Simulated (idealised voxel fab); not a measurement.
process module | voxel self aligned contacts
cross-section cut | 240 nm wide | cells 5 nm
A cross-section is a grid of square cells, given in bands from the top down. A band is one or more rows of cells.
Each band's line starts with the height of the band's top and of its bottom, in nm. Then come its materials from left to right, each with its width in nm. One material with "throughout" fills the band from edge to edge. "air" is empty space.
Height 0 is the level under which the wafer as received is all one material. The lowest band goes on downwards, as in "0 down".
A width such as "30 to 40" changes by the same amount from each row of cells to the next, from the band's top row to its bottom row.
"no change" after a step means that no cell of the cross-section changed.
closed voids: empty space of 8 cells or more with no open way to the top, each as width x height at its distance from the left edge, in nm
after a step's settings: what the simulator itself notes on the step
overlay nm, on a step with a mask: how far to the right of its planned place the mask lay; to the left if negative
plan
1 op RECEIVE | material Si
2 op OXIDIZE | depth nm 5
3 op DIRECTIONAL_DEP | material polySi | thk nm 25
4 op DIRECTIONAL_DEP | material SiN | thk nm 20
5 op DIRECTIONAL_DEP | material aC | thk nm 15
6 op PATTERN | tone cover | mask id GATE | material resist | width nm 25 | pitch nm 55 | thk nm 30 | overlay nm 0
7 op DIRECTIONAL_ETCH | etch materials aC | depth nm 15
8 op STRIP | etch materials resist
9 op DIRECTIONAL_ETCH | etch materials SiN | depth nm 20
10 op DIRECTIONAL_ETCH | etch materials polySi | depth nm 25
11 op STRIP | etch materials aC
12 op CONFORMAL_DEP | material SiN | thk nm 5
13 op DIRECTIONAL_ETCH | etch materials SiN | depth nm 5
14 op FILL_DEP | material SiO2 | thk nm 20
15 op CMP | height nm 55
16 op PATTERN | tone open | mask id CONTACT | material resist | width nm 40 | pitch nm 55 | thk nm 20 | overlay nm 0
17 op DIRECTIONAL_ETCH | etch materials SiO2 | depth nm 60
18 op STRIP | etch materials resist
19 op CONFORMAL_DEP | material TiN | thk nm 5
20 op FILL_DEP | material W | thk nm 5
21 op CMP | height nm 55
22 op CONFORMAL_DEP | material SiCN | thk nm 5
first wafer, as planned
as received, after step 1
  0 down: Si throughout
  closed voids: none
after step 2
  0 to -5: SiO2 throughout
  below -5: unchanged
after step 3
  25 to 0: polySi throughout
  below 0: unchanged
after step 4
  45 to 25: SiN throughout
  below 25: unchanged
after step 5
  60 to 45: aC throughout
  below 45: unchanged
after step 6
  90 to 60: air 50 | resist 25 | air 30 | resist 25 | air 30 | resist 25 | air 55
  below 60: unchanged
after step 7
  75 to 60: air 50 | resist 25 | air 30 | resist 25 | air 30 | resist 25 | air 55
  60 to 45: air 50 | aC 25 | air 30 | aC 25 | air 30 | aC 25 | air 55
  below 45: unchanged
after step 8
  60 to 45: air 50 | aC 25 | air 30 | aC 25 | air 30 | aC 25 | air 55
  below 45: unchanged
after step 9
  60 to 45: air 50 | aC 25 | air 30 | aC 25 | air 30 | aC 25 | air 55
  45 to 25: air 50 | SiN 25 | air 30 | SiN 25 | air 30 | SiN 25 | air 55
  below 25: unchanged
after step 10
  60 to 45: air 50 | aC 25 | air 30 | aC 25 | air 30 | aC 25 | air 55
  45 to 25: air 50 | SiN 25 | air 30 | SiN 25 | air 30 | SiN 25 | air 55
  25 to 0: air 50 | polySi 25 | air 30 | polySi 25 | air 30 | polySi 25 | air 55
  below 0: unchanged
after step 11
  45 to 25: air 50 | SiN 25 | air 30 | SiN 25 | air 30 | SiN 25 | air 55
  below 25: unchanged
after step 12
  50 to 25: air 45 | SiN 35 | air 20 | SiN 35 | air 20 | SiN 35 | air 50
  25 to 5: air 45 | SiN 5 | polySi 25 | SiN 5 | air 20 | SiN 5 | polySi 25 | SiN 5 | air 20 | SiN 5 | polySi 25 | SiN 5 | air 50
  5 to 0: SiN 50 | polySi 25 | SiN 30 | polySi 25 | SiN 30 | polySi 25 | SiN 55
  below 0: unchanged
after step 13
  45 to 25: air 45 | SiN 35 | air 20 | SiN 35 | air 20 | SiN 35 | air 50
  25 to 0: air 45 | SiN 5 | polySi 25 | SiN 5 | air 20 | SiN 5 | polySi 25 | SiN 5 | air 20 | SiN 5 | polySi 25 | SiN 5 | air 50
  below 0: unchanged
after step 14
  65 to 45: SiO2 throughout
  45 to 25: SiO2 45 | SiN 35 | SiO2 20 | SiN 35 | SiO2 20 | SiN 35 | SiO2 50
  25 to 0: SiO2 45 | SiN 5 | polySi 25 | SiN 5 | SiO2 20 | SiN 5 | polySi 25 | SiN 5 | SiO2 20 | SiN 5 | polySi 25 | SiN 5 | SiO2 50
  below 0: unchanged
after step 15
  55 to 45: SiO2 throughout
  below 45: unchanged
after step 16
  75 to 55: resist 70 | air 40 | resist 15 | air 40 | resist 75
  below 55: unchanged
after step 17
  75 to 55: resist 70 | air 40 | resist 15 | air 40 | resist 75
  55 to 45: SiO2 70 | air 40 | SiO2 15 | air 40 | SiO2 75
  45 to 25: SiO2 45 | SiN 35 | air 20 | SiN 35 | air 20 | SiN 35 | SiO2 50
  25 to 0: SiO2 45 | SiN 5 | polySi 25 | SiN 5 | air 20 | SiN 5 | polySi 25 | SiN 5 | air 20 | SiN 5 | polySi 25 | SiN 5 | SiO2 50
  0 to -5: SiO2 80 | air 20 | SiO2 35 | air 20 | SiO2 85
  below -5: unchanged
after step 18
  55 to 45: SiO2 70 | air 40 | SiO2 15 | air 40 | SiO2 75
  below 45: unchanged
after step 19
  60 to 55: TiN 75 | air 30 | TiN 25 | air 30 | TiN 80
  55 to 45: SiO2 70 | TiN 5 to 15 | air 30 to 10 | TiN 5 to 15 | SiO2 15 | TiN 5 to 15 | air 30 to 10 | TiN 5 to 15 | SiO2 75
  45 to 25: SiO2 45 | SiN 35 | TiN 5 | air 10 | TiN 5 | SiN 35 | TiN 5 | air 10 | TiN 5 | SiN 35 | SiO2 50
  25 to 0: SiO2 45 | SiN 5 | polySi 25 | SiN 5 | TiN 5 | air 10 | TiN 5 | SiN 5 | polySi 25 | SiN 5 | TiN 5 | air 10 | TiN 5 | SiN 5 | polySi 25 | SiN 5 | SiO2 50
  0 to -5: SiO2 80 | TiN 20 | SiO2 35 | TiN 20 | SiO2 85
  below -5: unchanged
after step 20
  65 to 60: W throughout
  60 to 55: TiN 75 | W 30 | TiN 25 | W 30 | TiN 80
  55 to 45: SiO2 70 | TiN 5 to 15 | W 30 to 10 | TiN 5 to 15 | SiO2 15 | TiN 5 to 15 | W 30 to 10 | TiN 5 to 15 | SiO2 75
  45 to 25: SiO2 45 | SiN 35 | TiN 5 | W 10 | TiN 5 | SiN 35 | TiN 5 | W 10 | TiN 5 | SiN 35 | SiO2 50
  25 to 0: SiO2 45 | SiN 5 | polySi 25 | SiN 5 | TiN 5 | W 10 | TiN 5 | SiN 5 | polySi 25 | SiN 5 | TiN 5 | W 10 | TiN 5 | SiN 5 | polySi 25 | SiN 5 | SiO2 50
  below 0: unchanged
after step 21
  55 to 45: SiO2 70 | TiN 5 to 15 | W 30 to 10 | TiN 5 to 15 | SiO2 15 | TiN 5 to 15 | W 30 to 10 | TiN 5 to 15 | SiO2 75
  below 45: unchanged
after step 22
  60 to 55: SiCN throughout
  below 55: unchanged
second wafer: like start, like plan, one mistake. Through step 5 it matches the first wafer
when step 6 should have ended
  90 to 60: resist 50 | air 25 | resist 30 | air 25 | resist 30 | air 25 | resist 55
  below 60: unchanged
when step 7 should have ended
  75 to 60: resist 50 | air 25 | resist 30 | air 25 | resist 30 | air 25 | resist 55
  60 to 45: aC 50 | air 25 | aC 30 | air 25 | aC 30 | air 25 | aC 55
  below 45: unchanged
when step 8 should have ended
  60 to 45: aC 50 | air 25 | aC 30 | air 25 | aC 30 | air 25 | aC 55
  below 45: unchanged
when step 9 should have ended
  60 to 45: aC 50 | air 25 | aC 30 | air 25 | aC 30 | air 25 | aC 55
  45 to 25: SiN 50 | air 25 | SiN 30 | air 25 | SiN 30 | air 25 | SiN 55
  below 25: unchanged
when step 10 should have ended
  60 to 45: aC 50 | air 25 | aC 30 | air 25 | aC 30 | air 25 | aC 55
  45 to 25: SiN 50 | air 25 | SiN 30 | air 25 | SiN 30 | air 25 | SiN 55
  25 to 0: polySi 50 | air 25 | polySi 30 | air 25 | polySi 30 | air 25 | polySi 55
  below 0: unchanged
when step 11 should have ended
  45 to 25: SiN 50 | air 25 | SiN 30 | air 25 | SiN 30 | air 25 | SiN 55
  below 25: unchanged
when step 12 should have ended
  50 to 25: SiN 55 | air 15 | SiN 40 | air 15 | SiN 40 | air 15 | SiN 60
  25 to 5: polySi 50 | SiN 5 | air 15 | SiN 5 | polySi 30 | SiN 5 | air 15 | SiN 5 | polySi 30 | SiN 5 | air 15 | SiN 5 | polySi 55
  5 to 0: polySi 50 | SiN 25 | polySi 30 | SiN 25 | polySi 30 | SiN 25 | polySi 55
  below 0: unchanged
when step 13 should have ended
  45 to 25: SiN 55 | air 15 | SiN 40 | air 15 | SiN 40 | air 15 | SiN 60
  25 to 0: polySi 50 | SiN 5 | air 15 | SiN 5 | polySi 30 | SiN 5 | air 15 | SiN 5 | polySi 30 | SiN 5 | air 15 | SiN 5 | polySi 55
  below 0: unchanged
when step 14 should have ended
  65 to 45: SiO2 throughout
  45 to 25: SiN 55 | SiO2 15 | SiN 40 | SiO2 15 | SiN 40 | SiO2 15 | SiN 60
  25 to 0: polySi 50 | SiN 5 | SiO2 15 | SiN 5 | polySi 30 | SiN 5 | SiO2 15 | SiN 5 | polySi 30 | SiN 5 | SiO2 15 | SiN 5 | polySi 55
  below 0: unchanged
when step 15 should have ended
  55 to 45: SiO2 throughout
  below 45: unchanged
when step 16 should have ended
  75 to 55: resist 70 | air 40 | resist 15 | air 40 | resist 75
  below 55: unchanged
when step 17 should have ended
  75 to 55: resist 70 | air 40 | resist 15 | air 40 | resist 75
  55 to 45: SiO2 70 | air 40 | SiO2 15 | air 40 | SiO2 75
  below 45: unchanged
when step 18 should have ended
  55 to 45: SiO2 70 | air 40 | SiO2 15 | air 40 | SiO2 75
  below 45: unchanged
when step 19 should have ended
  60 to 55: TiN 75 | air 30 | TiN 25 | air 30 | TiN 80
  55 to 50: SiO2 70 | TiN 5 | air 30 | TiN 5 | SiO2 15 | TiN 5 | air 30 | TiN 5 | SiO2 75
  50 to 45: SiO2 70 | TiN 40 | SiO2 15 | TiN 40 | SiO2 75
  below 45: unchanged
when step 20 should have ended
  65 to 60: W throughout
  60 to 55: TiN 75 | W 30 | TiN 25 | W 30 | TiN 80
  55 to 50: SiO2 70 | TiN 5 | W 30 | TiN 5 | SiO2 15 | TiN 5 | W 30 | TiN 5 | SiO2 75
  below 50: unchanged
when step 21 should have ended
  55 to 50: SiO2 70 | TiN 5 | W 30 | TiN 5 | SiO2 15 | TiN 5 | W 30 | TiN 5 | SiO2 75
  below 50: unchanged
when step 22 should have ended
  60 to 55: SiCN throughout
  below 55: unchanged
what went wrong: step 6 ran as: op PATTERN | tone open | mask id GATE | material resist | width nm 25 | pitch nm 55 | thk nm 30 | overlay nm 0
at the end the second wafer has, in cells: 72 more of SiN | 82 fewer of SiO2 | 40 fewer of TiN | 40 fewer of W | 90 more of polySi
